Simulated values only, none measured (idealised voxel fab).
This is a process module. Its name is voxel wiring stack.
Displayed cross-section: cut, width of 165 nm, square cells sized 5 nm.
A cross-section is a grid of square cells, given in bands from the top down. A band is one or more rows of cells.
The entry gives the band's vertical extent as a top height and a bottom height in nm, then its horizontal make-up as materials from left to right, each with a width in nm. "empty" stands for empty space; a single material marked "edge to edge" fills the band edge to edge.
All heights in this document are referenced to 0, defined as the level beneath which the wafer, as received, consists entirely of one material. The lowest band is not bounded below; it extends indefinitely downward and is written in the form "0 -> down".
You'd read "30..40" like this: the band's top row of cells is as wide as the first number, its bottom row is as wide as the second, and going down, every row changes width by the same amount as the row before did.
Take "changes: none" at face value: in the step it is given for, the cross-section changed in none of its cells.
You'll see "Closed void list" listing empty spaces that have no way open to the top, as long as they're 8 cells or more; the notation is width x height at distance, where the distance is from the left edge, and all of it is in nm.
That trailing text on a step's line, after the settings, is the simulator's own remark on the step.
overlay nm: for a step with a mask, the amount by which the mask lay right of where it was planned; a negative amount means left of it.
# Process steps foreseen in the plan
step 1: op RECEIVE | material Si
step 2: op CONFORMAL_DEP | material SiO2 | thk nm 15
step 3: op CONFORMAL_DEP | material SiCN | thk nm 5
step 4: op DIRECTIONAL_DEP | material SiO2 | thk nm 20
step 5: op PATTERN | tone open | mask id METAL_1 | material resist | width nm 25 | pitch nm 50 | thk nm 20 | overlay nm 0
step 6: op DIRECTIONAL_ETCH | etch materials SiO2 | depth nm 20
step 7: op DIRECTIONAL_ETCH | etch materials SiCN | depth nm 5
step 8: op STRIP | etch materials resist
step 9: op CONFORMAL_DEP | material TiN | thk nm 5
step 10: op FILL_DEP | material Cu | thk nm 10
step 11: op CMP | height nm 40
step 12: op EPI | material Ru | thk nm 5
step 13: op FILL_DEP | material SiCN | thk nm 5
step 14: op DIRECTIONAL_DEP | material SiO2 | thk nm 15
step 15: op DIRECTIONAL_DEP | material aC | thk nm 10
step 16: op PATTERN | tone open | mask id PLUG_1 | material resist | width nm 15 | thk nm 25 | overlay nm 0
step 17: op DIRECTIONAL_ETCH | etch materials aC | depth nm 10
step 18: op STRIP | etch materials resist
step 19: op DIRECTIONAL_ETCH | etch materials SiO2 | depth nm 15
step 20: op DIRECTIONAL_ETCH | etch materials SiCN | depth nm 5
step 21: op STRIP | etch materials aC
step 22: op CONFORMAL_DEP | material TiN | thk nm 5
step 23: op FILL_DEP | material Cu | thk nm 5
step 24: op CMP | height nm 65
step 25: op DIRECTIONAL_DEP | material TiN | thk nm 5
step 26: op DIRECTIONAL_DEP | material W | thk nm 15
step 27: op MASKED_ETCH | tone cover | mask id METAL_2 | width nm 25 | pitch nm 50 | etch materials W | depth nm 15 | overlay nm 0
step 28: op MASKED_ETCH | tone cover | mask id METAL_2 | width nm 25 | pitch nm 50 | etch materials TiN | depth nm 5 | overlay nm 0
step 29: op FILL_DEP | material lowk | thk nm 10
step 30: op CMP | height nm 85
step 31: op CONFORMAL_DEP | material SiCN | thk nm 5
step 32: op DIRECTIONAL_DEP | material lowk | thk nm 25
step 33: op DIRECTIONAL_DEP | material aC | thk nm 10
step 34: op PATTERN | tone open | mask id METAL_3_HOLES | material resist | width nm 15 | thk nm 30 | overlay nm 0
step 35: op DIRECTIONAL_ETCH | etch materials aC | depth nm 10
step 36: op STRIP | etch materials resist
step 37: op DIRECTIONAL_ETCH | etch materials lowk | depth nm 25
step 38: op STRIP | etch materials aC
step 39: op MASKED_ETCH | tone open | mask id METAL_3 | width nm 25 | pitch nm 50 | etch materials lowk | depth nm 15 | overlay nm 0
step 40: op MASKED_ETCH | tone open | mask id METAL_3 | width nm 25 | pitch nm 50 | etch materials SiCN | depth nm 5 | overlay nm 0
step 41: op CONFORMAL_DEP | material TiN | thk nm 5
step 42: op FILL_DEP | material Ru | thk nm 5
step 43: op CMP | height nm 115
step 44: op CONFORMAL_DEP | material SiCN | thk nm 5
step 45: op DIRECTIONAL_DEP | material SiO2 | thk nm 30
step 46: op DIRECTIONAL_DEP | material aC | thk nm 15
step 47: op PATTERN | tone open | mask id METAL_4_HOLES | material resist | width nm 15 | pitch nm 50 | thk nm 30 | overlay nm 0
step 48: op DIRECTIONAL_ETCH | etch materials aC | depth nm 15
step 49: op STRIP | etch materials resist
step 50: op DIRECTIONAL_ETCH | etch materials SiO2 | depth nm 30
step 51: op STRIP | etch materials aC
step 52: op DIRECTIONAL_DEP | material aC | thk nm 15
step 53: op PATTERN | tone open | mask id METAL_4 | material resist | width nm 25 | pitch nm 50 | thk nm 30 | overlay nm 0
step 54: op DIRECTIONAL_ETCH | etch materials aC | depth nm 15
step 55: op STRIP | etch materials resist
step 56: op DIRECTIONAL_ETCH | etch materials SiO2 | depth nm 15
step 57: op DIRECTIONAL_ETCH | etch materials SiCN | depth nm 5
step 58: op STRIP | etch materials aC
step 59: op CONFORMAL_DEP | material TiN | thk nm 5
step 60: op FILL_DEP | material Cu | thk nm 5
step 61: op CMP | height nm 150
step 62: op CONFORMAL_DEP | material SiN | thk nm 5
# Received-state cross-section, reflecting completion of step 1
	0 -> down = Si edge to edge
	Closed void list: none
# Cross-section, end of module. Start: as above. Plan: as above. Execution: one mistake
	155 -> 150 = SiN edge to edge
	150 -> 140 = 45 SiO2, then 5 TiN, then 15 Cu, then 5 TiN, then 25 SiO2, then 5 TiN, then 15 Cu, then 5 TiN, then 45 SiO2
	140 -> 135 = 45 SiO2, then 5 TiN, then 5 Cu, then 15 TiN, then 25 SiO2, then 5 TiN, then 5 Cu, then 15 TiN, then 45 SiO2
	135 -> 120 = 45 SiO2, then 5 TiN, then 5 Cu, then 5 TiN, then 35 SiO2, then 5 TiN, then 5 Cu, then 5 TiN, then 55 SiO2
	120 -> 115 = 45 SiCN, then 15 TiN, then 35 SiCN, then 15 TiN, then 55 SiCN
	115 -> 105 = 45 lowk, then 5 TiN, then 5 Ru, then 5 TiN, then 105 lowk
	105 -> 100 = 45 lowk, then 15 TiN, then 105 lowk
	100 -> 90 = lowk edge to edge
	90 -> 85 = SiCN edge to edge
	85 -> 70 = 45 lowk, then 25 W, then 25 lowk, then 25 W, then 45 lowk
	70 -> 65 = 45 lowk, then 25 TiN, then 25 lowk, then 25 TiN, then 45 lowk
	65 -> 50 = 45 SiO2, then 5 TiN, then 5 Cu, then 5 TiN, then 105 SiO2
	50 -> 45 = 45 SiCN, then 15 TiN, then 105 SiCN
	45 -> 40 = 40 SiCN, then 35 Ru, then 15 SiCN, then 35 Ru, then 40 SiCN
	40 -> 20 = 45 SiO2, then 5 TiN, then 15 Cu, then 5 TiN, then 25 SiO2, then 5 TiN, then 15 Cu, then 5 TiN, then 45 SiO2
	20 -> 15 = 45 SiCN, then 25 TiN, then 25 SiCN, then 25 TiN, then 45 SiCN
	15 -> 0 = SiO2 edge to edge
	0 -> down = Si edge to edge
	Closed void list: none
Deviation from plan: heads up, step 32 of the plan got done twice
